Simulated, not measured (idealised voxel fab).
process module | voxel self aligned vias
cross-section cut | 155 nm wide | cells 5 nm
A cross-section is a grid of square cells, given in bands from the top down. A band is one or more rows of cells.
Each band's line starts with the height of the band's top and of its bottom, in nm. Then come its materials from left to right, each with its width in nm. One material with "throughout" fills the band from edge to edge. "air" is empty space.
Height 0 is the level under which the wafer as received is all one material. The lowest band goes on downwards, as in "0 down".
A width such as "30 to 40" changes by the same amount from each row of cells to the next, from the band's top row to its bottom row.
"no change" after a step means that no cell of the cross-section changed.
closed voids: empty space of 8 cells or more with no open way to the top, each as width x height at its distance from the left edge, in nm
after a step's settings: what the simulator itself notes on the step
overlay nm, on a step with a mask: how far to the right of its planned place the mask lay; to the left if negative
plan
1 op RECEIVE | material Si
2 op CONFORMAL_DEP | material SiO2 | thk nm 15
3 op CONFORMAL_DEP | material SiCN | thk nm 5
4 op DIRECTIONAL_DEP | material lowk | thk nm 30
5 op MASKED_ETCH | tone open | mask id LINES | width nm 30 | pitch nm 60 | etch materials lowk | depth nm 30 | overlay nm 0
6 op CONFORMAL_DEP | material TiN | thk nm 5
7 op FILL_DEP | material W | thk nm 5
8 op CMP | height nm 50
9 op SELECTIVE_ETCH | etch materials W Ru TiN | depth nm 5
10 op FILL_DEP | material SiN | thk nm 10
11 op CMP | height nm 50
12 op DIRECTIONAL_DEP | material lowk | thk nm 20
13 op DIRECTIONAL_DEP | material aC | thk nm 10
14 op PATTERN | tone open | mask id VIAS | material resist | width nm 40 | pitch nm 60 | thk nm 25 | overlay nm 0
15 op DIRECTIONAL_ETCH | etch materials aC | depth nm 10
16 op STRIP | etch materials resist
17 op DIRECTIONAL_ETCH | etch materials lowk | depth nm 20
18 op DIRECTIONAL_ETCH | etch materials SiN | depth nm 5
19 op STRIP | etch materials aC
20 op CONFORMAL_DEP | material TiN | thk nm 5
21 op FILL_DEP | material Ru | thk nm 5
22 op CMP | height nm 70
23 op CONFORMAL_DEP | material SiN | thk nm 5
as received, after step 1
  0 down: Si throughout
  closed voids: none
a wafer at the end: this start, this plan, one mistake
  75 to 70: SiN throughout
  70 to 55: lowk 25 | TiN 5 | Ru 30 | TiN 5 | lowk 20 | TiN 5 | Ru 30 | TiN 5 | lowk 30
  55 to 50: lowk 25 | TiN 10 | Ru 20 | TiN 10 | lowk 20 | TiN 10 | Ru 20 | TiN 10 | lowk 30
  50 to 45: lowk 30 | TiN 30 | lowk 30 | TiN 30 | lowk 35
  45 to 25: lowk 30 | TiN 5 | W 20 | TiN 5 | lowk 30 | TiN 5 | W 20 | TiN 5 | lowk 35
  25 to 20: lowk 30 | TiN 30 | lowk 30 | TiN 30 | lowk 35
  20 to 5: SiO2 throughout
  5 to 0: SiCN throughout
  0 down: Si throughout
  closed voids: none
what went wrong: steps 2 and 3 were swapped
